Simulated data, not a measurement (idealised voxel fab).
The name of this process module is voxel gate over fins.
Pictured: cross-section cut, 230 nm wide, on a grid of 5 nm square cells.
Just so we're on the same page, the cross-sections are grids of square cells, and they're listed out in bands top to bottom, each band one or more rows deep. Read a band's entry like this: the first values are the height of its top and the height of its bottom in nm, and what follows is the sequence of materials from left to right, each with its width in nm. Note that "air" is empty space, and that a single material marked "edge to edge" reaches across the band from edge to edge. For the purposes of this specification, 0 denotes the height below which the wafer in its as-received condition is composed wholly of one material, and the lowermost band, lacking a lower limit, extends downward without end, as expressed in "0 and below". With a width like "30 to 40", each row of cells in the band differs from the next by the same amount, the top row carrying the first number and the bottom row the second. Basically "nothing altered" means that step didn't change any cell in the cross-section. Heads up: "Closed void roster" only lists the empty pockets with no open path to the top that are 8 cells or more, and it writes them as width x height at distance, distance from the left edge, in nm. Anything after a step's settings on that line? It's the simulator's own note about the step. If you see "overlay nm" on a step's line and that step has a mask, it's telling you how far right of where it was planned the mask ended up; a negative number means it went left instead. For the reader: what remains of this document is a series of pairs, each showing a cross-section before one process step and a cross-section after that step which reaches down only to the lowest band that changed, with the step between them and its settings set out under the pair. It should not be assumed that a pair continues from the pair above it; the pairs can come from different runs of this module on the same starting wafer, and such continuity exists only where the entry headed "Before processing" says so.
# Before processing
  15 down to 10 | air 60 nm, then TiAl 105 nm, then air 65 nm
  10 down to 5 | air 60 nm, then TiAl 5 nm, then TiN 25 nm, then TiAl 10 nm, then TiN 25 nm, then TiAl 10 nm, then TiN 25 nm, then TiAl 5 nm, then air 65 nm
  5 down to 0 | TiAl 65 nm, then TiN 5 nm, then HfO2 15 nm, then TiN 5 nm, then TiAl 10 nm, then TiN 5 nm, then HfO2 15 nm, then TiN 5 nm, then TiAl 10 nm, then TiN 5 nm, then HfO2 15 nm, then TiN 5 nm, then TiAl 70 nm
  0 down to -5 | TiN 70 nm, then HfO2 5 nm, then Si 5 nm, then HfO2 5 nm, then TiN 20 nm, then HfO2 5 nm, then Si 5 nm, then HfO2 5 nm, then TiN 20 nm, then HfO2 5 nm, then Si 5 nm, then HfO2 5 nm, then TiN 75 nm
  -5 down to -10 | HfO2 75 nm, then Si 5 nm, then HfO2 30 nm, then Si 5 nm, then HfO2 30 nm, then Si 5 nm, then HfO2 80 nm
  -10 down to -30 | SiO2 75 nm, then Si 5 nm, then SiO2 30 nm, then Si 5 nm, then SiO2 30 nm, then Si 5 nm, then SiO2 80 nm
  -30 and below | Si edge to edge
  Closed void roster: none
# Post-Step Cross-Section
  20 down to 15 | air 55 nm, then TiN 115 nm, then air 60 nm
  15 down to 10 | air 55 nm, then TiN 5 nm, then TiAl 105 nm, then TiN 5 nm, then air 60 nm
  10 down to 5 | TiN 60 nm, then TiAl 5 nm, then TiN 25 nm, then TiAl 10 nm, then TiN 25 nm, then TiAl 10 nm, then TiN 25 nm, then TiAl 5 nm, then TiN 65 nm
  Unchanged below 5.
  Closed void roster: none
Step lying between the two cross-sections just above: CONFORMAL_DEP, material TiN, thk nm 5
Before processing: the state before this step is the cross-section shown after the step in the pair just above.
# Post-Step Cross-Section
  30 down to 20 | W edge to edge
  20 down to 15 | W 55 nm, then TiN 115 nm, then W 60 nm
  15 down to 10 | W 55 nm, then TiN 5 nm, then TiAl 105 nm, then TiN 5 nm, then W 60 nm
  Unchanged below 10.
  Closed void roster: none
Step lying between the two cross-sections just above: FILL_DEP, material W, thk nm 10
Before processing: the state before this step is the cross-section shown after the step in the pair just above.
# Post-Step Cross-Section
  25 down to 20 | W edge to edge
  Unchanged below 20.
  Closed void roster: none
Step lying between the two cross-sections just above: CMP, height nm 25
Before processing: the state before this step is the cross-section shown after the step in the pair just above.
# Post-Step Cross-Section
  35 down to 25 | SiCN edge to edge
  Unchanged below 25.
  Closed void roster: none
Step lying between the two cross-sections just above: CONFORMAL_DEP, material SiCN, thk nm 10
# Before processing
  10 down to 0 | SiN edge to edge
  0 and below | Si edge to edge
  Closed void roster: none
# Post-Step Cross-Section
  25 down to 10 | air 70 nm, then resist 20 nm, then air 15 nm, then resist 20 nm, then air 15 nm, then resist 20 nm, then air 70 nm
  Unchanged below 10.
  Closed void roster: none
Step lying between the two cross-sections just above: PATTERN, tone cover, mask id FINS, material resist, width nm 20, pitch nm 35, thk nm 15, overlay nm 0
Before processing: the state before this step is the cross-section shown after the step in the pair just above.
# Post-Step Cross-Section
  25 down to 10 | air 70 nm, then resist 20 nm, then air 15 nm, then resist 20 nm, then air 15 nm, then resist 20 nm, then air 70 nm
  10 down to 0 | air 70 nm, then SiN 20 nm, then air 15 nm, then SiN 20 nm, then air 15 nm, then SiN 20 nm, then air 70 nm
  Unchanged below 0.
  Closed void roster: none
Step lying between the two cross-sections just above: DIRECTIONAL_ETCH, etch materials SiN, depth nm 10
Before processing: the state before this step is the cross-section shown after the step in the pair just above.
# Post-Step Cross-Section
  25 down to 10 | air 70 nm, then resist 20 nm, then air 15 nm, then resist 20 nm, then air 15 nm, then resist 20 nm, then air 70 nm
  10 down to 0 | air 70 nm, then SiN 20 nm, then air 15 nm, then SiN 20 nm, then air 15 nm, then SiN 20 nm, then air 70 nm
  0 down to -30 | air 70 nm, then Si 20 nm, then air 15 nm, then Si 20 nm, then air 15 nm, then Si 20 nm, then air 70 nm
  Unchanged below -30.
  Closed void roster: none
Step lying between the two cross-sections just above: DIRECTIONAL_ETCH, etch materials Si, depth nm 30
Before processing: the state before this step is the cross-section shown after the step in the pair just above.
# Post-Step Cross-Section
  10 down to 0 | air 70 nm, then SiN 20 nm, then air 15 nm, then SiN 20 nm, then air 15 nm, then SiN 20 nm, then air 70 nm
  Unchanged below 0.
  Closed void roster: none
Step lying between the two cross-sections just above: STRIP, etch materials resist
Before processing: the state before this step is the cross-section shown after the step in the pair just above.
# Post-Step Cross-Section
  10 down to 0 | air 70 nm, then SiN 20 nm, then air 15 nm, then SiN 20 nm, then air 15 nm, then SiN 20 nm, then air 70 nm
  0 down to -30 | air 70 nm, then SiO2 5 nm, then Si 10 nm, then SiO2 5 nm, then air 15 nm, then SiO2 5 nm, then Si 10 nm, then SiO2 5 nm, then air 15 nm, then SiO2 5 nm, then Si 10 nm, then SiO2 5 nm, then air 70 nm
  -30 down to -35 | SiO2 75 nm, then Si 10 nm, then SiO2 25 nm, then Si 10 nm, then SiO2 25 nm, then Si 10 nm, then SiO2 75 nm
  Unchanged below -35.
  Closed void roster: none
Step lying between the two cross-sections just above: OXIDIZE, depth nm 5
Before processing: the state before this step is the cross-section shown after the step in the pair just above.
# Post-Step Cross-Section
  25 down to 10 | SiO2 edge to edge
  10 down to 0 | SiO2 70 nm, then SiN 20 nm, then SiO2 15 nm, then SiN 20 nm, then SiO2 15 nm, then SiN 20 nm, then SiO2 70 nm
  0 down to -35 | SiO2 75 nm, then Si 10 nm, then SiO2 25 nm, then Si 10 nm, then SiO2 25 nm, then Si 10 nm, then SiO2 75 nm
  Unchanged below -35.
  Closed void roster: none
Step lying between the two cross-sections just above: FILL_DEP, material SiO2, thk nm 15
Before processing: the state before this step is the cross-section shown after the step in the pair just above.
# Post-Step Cross-Section
  10 down to 0 | SiO2 70 nm, then SiN 20 nm, then SiO2 15 nm, then SiN 20 nm, then SiO2 15 nm, then SiN 20 nm, then SiO2 70 nm
  Unchanged below 0.
  Closed void roster: none
Step lying between the two cross-sections just above: CMP, height nm 10
Before processing: the state before this step is the cross-section shown after the step in the pair just above.
# Post-Step Cross-Section
  10 down to 0 | air 70 nm, then SiN 20 nm, then air 15 nm, then SiN 20 nm, then air 15 nm, then SiN 20 nm, then air 70 nm
  0 down to -10 | air 75 nm, then Si 10 nm, then air 25 nm, then Si 10 nm, then air 25 nm, then Si 10 nm, then air 75 nm
  Unchanged below -10.
  Closed void roster: none
Step lying between the two cross-sections just above: SELECTIVE_ETCH, etch materials SiO2, depth nm 20
Before processing: the state before this step is the cross-section shown after the step in the pair just above.
# Post-Step Cross-Section
  0 down to -10 | air 75 nm, then Si 10 nm, then air 25 nm, then Si 10 nm, then air 25 nm, then Si 10 nm, then air 75 nm
  Unchanged below -10.
  Closed void roster: none
Step lying between the two cross-sections just above: STRIP, etch materials SiN
Before processing: the state before this step is the cross-section shown after the step in the pair just above.
# Post-Step Cross-Section
  5 down to 0 | air 70 nm, then HfO2 20 nm, then air 15 nm, then HfO2 20 nm, then air 15 nm, then HfO2 20 nm, then air 70 nm
  0 down to -5 | air 70 nm, then HfO2 5 nm, then Si 10 nm, then HfO2 5 nm, then air 15 nm, then HfO2 5 nm, then Si 10 nm, then HfO2 5 nm, then air 15 nm, then HfO2 5 nm, then Si 10 nm, then HfO2 5 nm, then air 70 nm
  -5 down to -10 | HfO2 75 nm, then Si 10 nm, then HfO2 25 nm, then Si 10 nm, then HfO2 25 nm, then Si 10 nm, then HfO2 75 nm
  Unchanged below -10.
  Closed void roster: none
Step lying between the two cross-sections just above: CONFORMAL_DEP, material HfO2, thk nm 5
Before processing: the state before this step is the cross-section shown after the step in the pair just above.
# Post-Step Cross-Section
  10 down to 5 | air 65 nm, then TiN 30 nm, then air 5 nm, then TiN 30 nm, then air 5 nm, then TiN 30 nm, then air 65 nm
  5 down to 0 | air 65 nm, then TiN 5 nm, then HfO2 20 nm, then TiN 5 nm, then air 5 nm, then TiN 5 nm, then HfO2 20 nm, then TiN 5 nm, then air 5 nm, then TiN 5 nm, then HfO2 20 nm, then TiN 5 nm, then air 65 nm
  0 down to -5 | TiN 70 nm, then HfO2 5 nm, then Si 10 nm, then HfO2 5 nm, then TiN 15 nm, then HfO2 5 nm, then Si 10 nm, then HfO2 5 nm, then TiN 15 nm, then HfO2 5 nm, then Si 10 nm, then HfO2 5 nm, then TiN 70 nm
  Unchanged below -5.
  Closed void roster: none
Step lying between the two cross-sections just above: CONFORMAL_DEP, material TiN, thk nm 5
Before processing: the state before this step is the cross-section shown after the step in the pair just above.
# Post-Step Cross-Section
  15 down to 10 | air 60 nm, then TiAl 110 nm, then air 60 nm
  10 down to 5 | air 60 nm, then TiAl 5 nm, then TiN 30 nm, then TiAl 5 nm, then TiN 30 nm, then TiAl 5 nm, then TiN 30 nm, then TiAl 5 nm, then air 60 nm
  5 down to 0 | TiAl 65 nm, then TiN 5 nm, then HfO2 20 nm, then TiN 5 nm, then TiAl 5 nm, then TiN 5 nm, then HfO2 20 nm, then TiN 5 nm, then TiAl 5 nm, then TiN 5 nm, then HfO2 20 nm, then TiN 5 nm, then TiAl 65 nm
  Unchanged below 0.
  Closed void roster: none
Step lying between the two cross-sections just above: CONFORMAL_DEP, material TiAl, thk nm 5
Before processing: the state before this step is the cross-section shown after the step in the pair just above.
# Post-Step Cross-Section
  20 down to 15 | air 55 nm, then TiN 120 nm, then air 55 nm
  15 down to 10 | air 55 nm, then TiN 5 nm, then TiAl 110 nm, then TiN 5 nm, then air 55 nm
  10 down to 5 | TiN 60 nm, then TiAl 5 nm, then TiN 30 nm, then TiAl 5 nm, then TiN 30 nm, then TiAl 5 nm, then TiN 30 nm, then TiAl 5 nm, then TiN 60 nm
  Unchanged below 5.
  Closed void roster: none
Step lying between the two cross-sections just above: CONFORMAL_DEP, material TiN, thk nm 5
Before processing: the state before this step is the cross-section shown after the step in the pair just above.
# Post-Step Cross-Section
  30 down to 20 | W edge to edge
  20 down to 15 | W 55 nm, then TiN 120 nm, then W 55 nm
  15 down to 10 | W 55 nm, then TiN 5 nm, then TiAl 110 nm, then TiN 5 nm, then W 55 nm
  Unchanged below 10.
  Closed void roster: none
Step lying between the two cross-sections just above: FILL_DEP, material W, thk nm 10
Before processing: the state before this step is the cross-section shown after the step in the pair just above.
# Post-Step Cross-Section
  25 down to 20 | W edge to edge
  Unchanged below 20.
  Closed void roster: none
Step lying between the two cross-sections just above: CMP, height nm 25
Before processing: the state before this step is the cross-section shown after the step in the pair just above.
# Post-Step Cross-Section
  35 down to 25 | SiCN edge to edge
  Unchanged below 25.
  Closed void roster: none
Step lying between the two cross-sections just above: CONFORMAL_DEP, material SiCN, thk nm 10
# Before processing
  10 down to 0 | SiN edge to edge
  0 and below | Si edge to edge
  Closed void roster: none
# Post-Step Cross-Section
  25 down to 10 | air 65 nm, then resist 15 nm, then air 20 nm, then resist 15 nm, then air 20 nm, then resist 15 nm, then air 80 nm
  Unchanged below 10.
  Closed void roster: none
Step lying between the two cross-sections just above: PATTERN, tone cover, mask id FINS, material resist, width nm 15, pitch nm 35, thk nm 15, overlay nm -5
Before processing: the state before this step is the cross-section shown after the step in the pair just above.
# Post-Step Cross-Section
  25 down to 10 | air 65 nm, then resist 15 nm, then air 20 nm, then resist 15 nm, then air 20 nm, then resist 15 nm, then air 80 nm
  10 down to 0 | air 65 nm, then SiN 15 nm, then air 20 nm, then SiN 15 nm, then air 20 nm, then SiN 15 nm, then air 80 nm
  Unchanged below 0.
  Closed void roster: none
Step lying between the two cross-sections just above: DIRECTIONAL_ETCH, etch materials SiN, depth nm 10
Before processing: the state before this step is the cross-section shown after the step in the pair just above.
# Post-Step Cross-Section
  25 down to 10 | air 65 nm, then resist 15 nm, then air 20 nm, then resist 15 nm, then air 20 nm, then resist 15 nm, then air 80 nm
  10 down to 0 | air 65 nm, then SiN 15 nm, then air 20 nm, then SiN 15 nm, then air 20 nm, then SiN 15 nm, then air 80 nm
  0 down to -30 | air 65 nm, then Si 15 nm, then air 20 nm, then Si 15 nm, then air 20 nm, then Si 15 nm, then air 80 nm
  Unchanged below -30.
  Closed void roster: none
Step lying between the two cross-sections just above: DIRECTIONAL_ETCH, etch materials Si, depth nm 30
Before processing: the state before this step is the cross-section shown after the step in the pair just above.
# Post-Step Cross-Section
  10 down to 0 | air 65 nm, then SiN 15 nm, then air 20 nm, then SiN 15 nm, then air 20 nm, then SiN 15 nm, then air 80 nm
  Unchanged below 0.
  Closed void roster: none
Step lying between the two cross-sections just above: STRIP, etch materials resist
Before processing: the state before this step is the cross-section shown after the step in the pair just above.
# Post-Step Cross-Section
  10 down to 0 | air 65 nm, then SiN 15 nm, then air 20 nm, then SiN 15 nm, then air 20 nm, then SiN 15 nm, then air 80 nm
  0 down to -30 | air 65 nm, then SiO2 5 nm, then Si 5 nm, then SiO2 5 nm, then air 20 nm, then SiO2 5 nm, then Si 5 nm, then SiO2 5 nm, then air 20 nm, then SiO2 5 nm, then Si 5 nm, then SiO2 5 nm, then air 80 nm
  -30 down to -35 | SiO2 70 nm, then Si 5 nm, then SiO2 30 nm, then Si 5 nm, then SiO2 30 nm, then Si 5 nm, then SiO2 85 nm
  Unchanged below -35.
  Closed void roster: none
Step lying between the two cross-sections just above: OXIDIZE, depth nm 5
Before processing: the state before this step is the cross-section shown after the step in the pair just above.
# Post-Step Cross-Section
  25 down to 10 | SiO2 edge to edge
  10 down to 0 | SiO2 65 nm, then SiN 15 nm, then SiO2 20 nm, then SiN 15 nm, then SiO2 20 nm, then SiN 15 nm, then SiO2 80 nm
  0 down to -35 | SiO2 70 nm, then Si 5 nm, then SiO2 30 nm, then Si 5 nm, then SiO2 30 nm, then Si 5 nm, then SiO2 85 nm
  Unchanged below -35.
  Closed void roster: none
Step lying between the two cross-sections just above: FILL_DEP, material SiO2, thk nm 15
Before processing: the state before this step is the cross-section shown after the step in the pair just above.
# Post-Step Cross-Section
  10 down to 0 | SiO2 65 nm, then SiN 15 nm, then SiO2 20 nm, then SiN 15 nm, then SiO2 20 nm, then SiN 15 nm, then SiO2 80 nm
  Unchanged below 0.
  Closed void roster: none
Step lying between the two cross-sections just above: CMP, height nm 10
Before processing: the state before this step is the cross-section shown after the step in the pair just above.
# Post-Step Cross-Section
  10 down to 0 | air 65 nm, then SiN 15 nm, then air 20 nm, then SiN 15 nm, then air 20 nm, then SiN 15 nm, then air 80 nm
  0 down to -10 | air 70 nm, then Si 5 nm, then air 30 nm, then Si 5 nm, then air 30 nm, then Si 5 nm, then air 85 nm
  Unchanged below -10.
  Closed void roster: none
Step lying between the two cross-sections just above: SELECTIVE_ETCH, etch materials SiO2, depth nm 20
Before processing: the state before this step is the cross-section shown after the step in the pair just above.
# Post-Step Cross-Section
  0 down to -10 | air 70 nm, then Si 5 nm, then air 30 nm, then Si 5 nm, then air 30 nm, then Si 5 nm, then air 85 nm
  Unchanged below -10.
  Closed void roster: none
Step lying between the two cross-sections just above: STRIP, etch materials SiN
Before processing: the state before this step is the cross-section shown after the step in the pair just above.
# Post-Step Cross-Section
  5 down to 0 | air 65 nm, then HfO2 15 nm, then air 20 nm, then HfO2 15 nm, then air 20 nm, then HfO2 15 nm, then air 80 nm
  0 down to -5 | air 65 nm, then HfO2 5 nm, then Si 5 nm, then HfO2 5 nm, then air 20 nm, then HfO2 5 nm, then Si 5 nm, then HfO2 5 nm, then air 20 nm, then HfO2 5 nm, then Si 5 nm, then HfO2 5 nm, then air 80 nm
  -5 down to -10 | HfO2 70 nm, then Si 5 nm, then HfO2 30 nm, then Si 5 nm, then HfO2 30 nm, then Si 5 nm, then HfO2 85 nm
  Unchanged below -10.
  Closed void roster: none
Step lying between the two cross-sections just above: CONFORMAL_DEP, material HfO2, thk nm 5
Before processing: the state before this step is the cross-section shown after the step in the pair just above.
# Post-Step Cross-Section
  10 down to 5 | air 60 nm, then TiN 25 nm, then air 10 nm, then TiN 25 nm, then air 10 nm, then TiN 25 nm, then air 75 nm
  5 down to 0 | air 60 nm, then TiN 5 nm, then HfO2 15 nm, then TiN 5 nm, then air 10 nm, then TiN 5 nm, then HfO2 15 nm, then TiN 5 nm, then air 10 nm, then TiN 5 nm, then HfO2 15 nm, then TiN 5 nm, then air 75 nm
  0 down to -5 | TiN 65 nm, then HfO2 5 nm, then Si 5 nm, then HfO2 5 nm, then TiN 20 nm, then HfO2 5 nm, then Si 5 nm, then HfO2 5 nm, then TiN 20 nm, then HfO2 5 nm, then Si 5 nm, then HfO2 5 nm, then TiN 80 nm
  Unchanged below -5.
  Closed void roster: none
Step lying between the two cross-sections just above: CONFORMAL_DEP, material TiN, thk nm 5
Before processing: the state before this step is the cross-section shown after the step in the pair just above.
# Post-Step Cross-Section
  15 down to 10 | air 55 nm, then TiAl 105 nm, then air 70 nm
  10 down to 5 | air 55 nm, then TiAl 5 nm, then TiN 25 nm, then TiAl 10 nm, then TiN 25 nm, then TiAl 10 nm, then TiN 25 nm, then TiAl 5 nm, then air 70 nm
  5 down to 0 | TiAl 60 nm, then TiN 5 nm, then HfO2 15 nm, then TiN 5 nm, then TiAl 10 nm, then TiN 5 nm, then HfO2 15 nm, then TiN 5 nm, then TiAl 10 nm, then TiN 5 nm, then HfO2 15 nm, then TiN 5 nm, then TiAl 75 nm
  Unchanged below 0.
  Closed void roster: none
Step lying between the two cross-sections just above: CONFORMAL_DEP, material TiAl, thk nm 5
Before processing: the state before this step is the cross-section shown after the step in the pair just above.
# Post-Step Cross-Section
  20 down to 15 | air 50 nm, then TiN 115 nm, then air 65 nm
  15 down to 10 | air 50 nm, then TiN 5 nm, then TiAl 105 nm, then TiN 5 nm, then air 65 nm
  10 down to 5 | TiN 55 nm, then TiAl 5 nm, then TiN 25 nm, then TiAl 10 nm, then TiN 25 nm, then TiAl 10 nm, then TiN 25 nm, then TiAl 5 nm, then TiN 70 nm
  Unchanged below 5.
  Closed void roster: none
Step lying between the two cross-sections just above: CONFORMAL_DEP, material TiN, thk nm 5
Before processing: the state before this step is the cross-section shown after the step in the pair just above.
# Post-Step Cross-Section
  30 down to 20 | W edge to edge
  20 down to 15 | W 50 nm, then TiN 115 nm, then W 65 nm
  15 down to 10 | W 50 nm, then TiN 5 nm, then TiAl 105 nm, then TiN 5 nm, then W 65 nm
  Unchanged below 10.
  Closed void roster: none
Step lying between the two cross-sections just above: FILL_DEP, material W, thk nm 10
Before processing: the state before this step is the cross-section shown after the step in the pair just above.
# Post-Step Cross-Section
  25 down to 20 | W edge to edge
  Unchanged below 20.
  Closed void roster: none
Step lying between the two cross-sections just above: CMP, height nm 25
Before processing: the state before this step is the cross-section shown after the step in the pair just above.
# Post-Step Cross-Section
  35 down to 25 | SiCN edge to edge
  Unchanged below 25.
  Closed void roster: none
Step lying between the two cross-sections just above: CONFORMAL_DEP, material SiCN, thk nm 10
# Before processing
  20 down to 15 | air 55 nm, then TiN 115 nm, then air 60 nm
  15 down to 10 | air 55 nm, then TiN 5 nm, then TiAl 105 nm, then TiN 5 nm, then air 60 nm
  10 down to 5 | TiN 60 nm, then TiAl 5 nm, then TiN 25 nm, then TiAl 10 nm, then TiN 25 nm, then TiAl 10 nm, then TiN 25 nm, then TiAl 5 nm, then TiN 65 nm
  5 down to 0 | TiAl 65 nm, then TiN 5 nm, then HfO2 15 nm, then TiN 5 nm, then TiAl 10 nm, then TiN 5 nm, then HfO2 15 nm, then TiN 5 nm, then TiAl 10 nm, then TiN 5 nm, then HfO2 15 nm, then TiN 5 nm, then TiAl 70 nm
  0 down to -5 | TiN 70 nm, then HfO2 5 nm, then Si 5 nm, then HfO2 5 nm, then TiN 20 nm, then HfO2 5 nm, then Si 5 nm, then HfO2 5 nm, then TiN 20 nm, then HfO2 5 nm, then Si 5 nm, then HfO2 5 nm, then TiN 75 nm
  -5 down to -10 | HfO2 75 nm, then Si 5 nm, then HfO2 30 nm, then Si 5 nm, then HfO2 30 nm, then Si 5 nm, then HfO2 80 nm
  -10 down to -35 | SiO2 75 nm, then Si 5 nm, then SiO2 30 nm, then Si 5 nm, then SiO2 30 nm, then Si 5 nm, then SiO2 80 nm
  -35 and below | Si edge to edge
  Closed void roster: none
# Post-Step Cross-Section
  30 down to 15 | TiN edge to edge
  15 down to 10 | TiN 60 nm, then TiAl 105 nm, then TiN 65 nm
  Unchanged below 10.
  Closed void roster: none
Step lying between the two cross-sections just above: FILL_DEP, material TiN, thk nm 10
Before processing: the state before this step is the cross-section shown after the step in the pair just above.
# Post-Step Cross-Section
  25 down to 15 | TiN edge to edge
  Unchanged below 15.
  Closed void roster: none
Step lying between the two cross-sections just above: CMP, height nm 25
Before processing: the state before this step is the cross-section shown after the step in the pair just above.
# Post-Step Cross-Section
  35 down to 25 | SiCN edge to edge
  Unchanged below 25.
  Closed void roster: none
Step lying between the two cross-sections just above: CONFORMAL_DEP, material SiCN, thk nm 10
# Before processing
  10 down to 0 | SiN edge to edge
  0 and below | Si edge to edge
  Closed void roster: none
# Post-Step Cross-Section
  25 down to 10 | resist 70 nm, then air 15 nm, then resist 20 nm, then air 15 nm, then resist 20 nm, then air 15 nm, then resist 75 nm
  Unchanged below 10.
  Closed void roster: none
Step lying between the two cross-sections just above: PATTERN, tone open, mask id FINS, material resist, width nm 15, pitch nm 35, thk nm 15, overlay nm 0
Before processing: the state before this step is the cross-section shown after the step in the pair just above.
# Post-Step Cross-Section
  25 down to 10 | resist 70 nm, then air 15 nm, then resist 20 nm, then air 15 nm, then resist 20 nm, then air 15 nm, then resist 75 nm
  10 down to 0 | SiN 70 nm, then air 15 nm, then SiN 20 nm, then air 15 nm, then SiN 20 nm, then air 15 nm, then SiN 75 nm
  Unchanged below 0.
  Closed void roster: none
Step lying between the two cross-sections just above: DIRECTIONAL_ETCH, etch materials SiN, depth nm 10
Before processing: the state before this step is the cross-section shown after the step in the pair just above.
# Post-Step Cross-Section
  25 down to 10 | resist 70 nm, then air 15 nm, then resist 20 nm, then air 15 nm, then resist 20 nm, then air 15 nm, then resist 75 nm
  10 down to 0 | SiN 70 nm, then air 15 nm, then SiN 20 nm, then air 15 nm, then SiN 20 nm, then air 15 nm, then SiN 75 nm
  0 down to -30 | Si 70 nm, then air 15 nm, then Si 20 nm, then air 15 nm, then Si 20 nm, then air 15 nm, then Si 75 nm
  Unchanged below -30.
  Closed void roster: none
Step lying between the two cross-sections just above: DIRECTIONAL_ETCH, etch materials Si, depth nm 30
Before processing: the state before this step is the cross-section shown after the step in the pair just above.
# Post-Step Cross-Section
  10 down to 0 | SiN 70 nm, then air 15 nm, then SiN 20 nm, then air 15 nm, then SiN 20 nm, then air 15 nm, then SiN 75 nm
  Unchanged below 0.
  Closed void roster: none
Step lying between the two cross-sections just above: STRIP, etch materials resist
Before processing: the state before this step is the cross-section shown after the step in the pair just above.
# Post-Step Cross-Section
  10 down to 0 | SiN 70 nm, then air 15 nm, then SiN 20 nm, then air 15 nm, then SiN 20 nm, then air 15 nm, then SiN 75 nm
  0 down to -30 | Si 65 nm, then SiO2 5 nm, then air 15 nm, then SiO2 5 nm, then Si 10 nm, then SiO2 5 nm, then air 15 nm, then SiO2 5 nm, then Si 10 nm, then SiO2 5 nm, then air 15 nm, then SiO2 5 nm, then Si 70 nm
  -30 down to -35 | Si 65 nm, then SiO2 25 nm, then Si 10 nm, then SiO2 25 nm, then Si 10 nm, then SiO2 25 nm, then Si 70 nm
  Unchanged below -35.
  Closed void roster: none
Step lying between the two cross-sections just above: OXIDIZE, depth nm 5
Before processing: the state before this step is the cross-section shown after the step in the pair just above.
# Post-Step Cross-Section
  25 down to 10 | SiO2 edge to edge
  10 down to 0 | SiN 70 nm, then SiO2 15 nm, then SiN 20 nm, then SiO2 15 nm, then SiN 20 nm, then SiO2 15 nm, then SiN 75 nm
  0 down to -35 | Si 65 nm, then SiO2 25 nm, then Si 10 nm, then SiO2 25 nm, then Si 10 nm, then SiO2 25 nm, then Si 70 nm
  Unchanged below -35.
  Closed void roster: none
Step lying between the two cross-sections just above: FILL_DEP, material SiO2, thk nm 15
Before processing: the state before this step is the cross-section shown after the step in the pair just above.
# Post-Step Cross-Section
  10 down to 0 | SiN 70 nm, then SiO2 15 nm, then SiN 20 nm, then SiO2 15 nm, then SiN 20 nm, then SiO2 15 nm, then SiN 75 nm
  Unchanged below 0.
  Closed void roster: none
Step lying between the two cross-sections just above: CMP, height nm 10
Before processing: the state before this step is the cross-section shown after the step in the pair just above.
# Post-Step Cross-Section
  10 down to 0 | SiN 70 nm, then air 15 nm, then SiN 20 nm, then air 15 nm, then SiN 20 nm, then air 15 nm, then SiN 75 nm
  0 down to -10 | Si 65 nm, then air 25 nm, then Si 10 nm, then air 25 nm, then Si 10 nm, then air 25 nm, then Si 70 nm
  Unchanged below -10.
  Closed void roster: none
Step lying between the two cross-sections just above: SELECTIVE_ETCH, etch materials SiO2, depth nm 20
Before processing: the state before this step is the cross-section shown after the step in the pair just above.
# Post-Step Cross-Section
  0 down to -10 | Si 65 nm, then air 25 nm, then Si 10 nm, then air 25 nm, then Si 10 nm, then air 25 nm, then Si 70 nm
  Unchanged below -10.
  Closed void roster: none
Step lying between the two cross-sections just above: STRIP, etch materials SiN
Before processing: the state before this step is the cross-section shown after the step in the pair just above.
# Post-Step Cross-Section
  5 down to 0 | HfO2 70 nm, then air 15 nm, then HfO2 20 nm, then air 15 nm, then HfO2 20 nm, then air 15 nm, then HfO2 75 nm
  0 down to -5 | Si 65 nm, then HfO2 5 nm, then air 15 nm, then HfO2 5 nm, then Si 10 nm, then HfO2 5 nm, then air 15 nm, then HfO2 5 nm, then Si 10 nm, then HfO2 5 nm, then air 15 nm, then HfO2 5 nm, then Si 70 nm
  -5 down to -10 | Si 65 nm, then HfO2 25 nm, then Si 10 nm, then HfO2 25 nm, then Si 10 nm, then HfO2 25 nm, then Si 70 nm
  Unchanged below -10.
  Closed void roster: none
Step lying between the two cross-sections just above: CONFORMAL_DEP, material HfO2, thk nm 5
Before processing: the state before this step is the cross-section shown after the step in the pair just above.
# Post-Step Cross-Section
  10 down to 5 | TiN 75 nm, then air 5 nm, then TiN 30 nm, then air 5 nm, then TiN 30 nm, then air 5 nm, then TiN 80 nm
  5 down to 0 | HfO2 70 nm, then TiN 5 nm, then air 5 nm, then TiN 5 nm, then HfO2 20 nm, then TiN 5 nm, then air 5 nm, then TiN 5 nm, then HfO2 20 nm, then TiN 5 nm, then air 5 nm, then TiN 5 nm, then HfO2 75 nm
  0 down to -5 | Si 65 nm, then HfO2 5 nm, then TiN 15 nm, then HfO2 5 nm, then Si 10 nm, then HfO2 5 nm, then TiN 15 nm, then HfO2 5 nm, then Si 10 nm, then HfO2 5 nm, then TiN 15 nm, then HfO2 5 nm, then Si 70 nm
  Unchanged below -5.
  Closed void roster: none
Step lying between the two cross-sections just above: CONFORMAL_DEP, material TiN, thk nm 5
Before processing: the state before this step is the cross-section shown after the step in the pair just above.
# Post-Step Cross-Section
  15 down to 10 | TiAl edge to edge
  10 down to 5 | TiN 75 nm, then TiAl 5 nm, then TiN 30 nm, then TiAl 5 nm, then TiN 30 nm, then TiAl 5 nm, then TiN 80 nm
  5 down to 0 | HfO2 70 nm, then TiN 5 nm, then TiAl 5 nm, then TiN 5 nm, then HfO2 20 nm, then TiN 5 nm, then TiAl 5 nm, then TiN 5 nm, then HfO2 20 nm, then TiN 5 nm, then TiAl 5 nm, then TiN 5 nm, then HfO2 75 nm
  Unchanged below 0.
  Closed void roster: none
Step lying between the two cross-sections just above: CONFORMAL_DEP, material TiAl, thk nm 5
Before processing: the state before this step is the cross-section shown after the step in the pair just above.
# Post-Step Cross-Section
  20 down to 15 | TiN edge to edge
  Unchanged below 15.
  Closed void roster: none
Step lying between the two cross-sections just above: CONFORMAL_DEP, material TiN, thk nm 5
Before processing: the state before this step is the cross-section shown after the step in the pair just above.
# Post-Step Cross-Section
  30 down to 20 | W edge to edge
  Unchanged below 20.
  Closed void roster: none
Step lying between the two cross-sections just above: FILL_DEP, material W, thk nm 10
Before processing: the state before this step is the cross-section shown after the step in the pair just above.
# Post-Step Cross-Section
  25 down to 20 | W edge to edge
  Unchanged below 20.
  Closed void roster: none
Step lying between the two cross-sections just above: CMP, height nm 25
Before processing: the state before this step is the cross-section shown after the step in the pair just above.
# Post-Step Cross-Section
  35 down to 25 | SiCN edge to edge
  Unchanged below 25.
  Closed void roster: none
Step lying between the two cross-sections just above: CONFORMAL_DEP, material SiCN, thk nm 10
